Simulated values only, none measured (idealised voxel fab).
This is a process module. Its name is voxel self aligned contacts.
Cross-section cut: width 170 nm, square cells of 5 nm.
Cross-section spec: square-cell grid; bands listed top down; each band is one or more rows.
For a band, the entry starts with two heights in nm, that of the top and then that of the bottom, and carries on with the band's materials in order from left to right, each alongside its width in nm; the word "full width" beside a single material means it fills the band edge to edge, and "air" means empty space.
Ref level 0: as-received wafer is one material below here. Bottom band extends down with no lower bound ("0 and below").
With a width like "30..40", each row of cells in the band differs from the next by the same amount, the top row carrying the first number and the bottom row the second.
The designation "no change occurred", where it is given for a processing step, indicates that no cell of the cross-section was altered in the course of that step.
Entry "Entrapped void list" = empty spaces >= 8 cells with no open way to the top; each as width x height at distance, distance from left edge, all nm.
Anything after a step's settings on that line? It's the simulator's own note about the step.
Steps that use a mask can have "overlay nm" on their line. It says how far the mask sat to the right of where it was meant to be. Negative means to the left.
**Steps in the process plan**
- 1: RECEIVE, material Si
- 2: OXIDIZE, depth nm 5
- 3: DIRECTIONAL_DEP, material polySi, thk nm 30
- 4: DIRECTIONAL_DEP, material SiN, thk nm 20
- 5: DIRECTIONAL_DEP, material aC, thk nm 15
- 6: PATTERN, tone cover, mask id GATE, material resist, width nm 35, pitch nm 60, thk nm 35, overlay nm 0
- 7: DIRECTIONAL_ETCH, etch materials aC, depth nm 15
- 8: STRIP, etch materials resist
- 9: DIRECTIONAL_ETCH, etch materials SiN, depth nm 20
- 10: DIRECTIONAL_ETCH, etch materials polySi, depth nm 30
- 11: STRIP, etch materials aC
- 12: CONFORMAL_DEP, material SiN, thk nm 5
- 13: DIRECTIONAL_ETCH, etch materials SiN, depth nm 5
- 14: FILL_DEP, material SiO2, thk nm 10
- 15: CMP, height nm 55
- 16: MASKED_ETCH, tone open, mask id CONTACT, width nm 45, etch materials SiO2, depth nm 60, overlay nm 0
- 17: CONFORMAL_DEP, material TiN, thk nm 5
- 18: FILL_DEP, material W, thk nm 10
- 19: CMP, height nm 55
- 20: CONFORMAL_DEP, material SiN, thk nm 5
**As received (post step 1): cross-section**
* 0 and below = Si full width
* Entrapped void list: none
**Wafer cross-section at end of module: start and plan as shown above, one execution error**
* 60 down to 55 = SiN full width
* 55 down to 50 = W: 25, then TiN: 35, then SiO2: 45, then TiN: 35, then W: 30
* 50 down to 30 = W: 25, then TiN: 5, then SiN: 45, then SiO2: 15, then SiN: 45, then TiN: 5, then W: 30
* 30 down to 0 = W: 25, then TiN: 5, then SiN: 5, then polySi: 35, then SiN: 5, then SiO2: 15, then SiN: 5, then polySi: 35, then SiN: 5, then TiN: 5, then W: 30
* 0 down to -5 = TiN: 30, then SiO2: 105, then TiN: 35
* -5 and below = Si full width
* Entrapped void list: none
Finding, execution versus plan: step 16 did not happen as planned, as run it was MASKED_ETCH, tone cover, mask id CONTACT, width nm 45, etch materials SiO2, depth nm 60, overlay nm 0
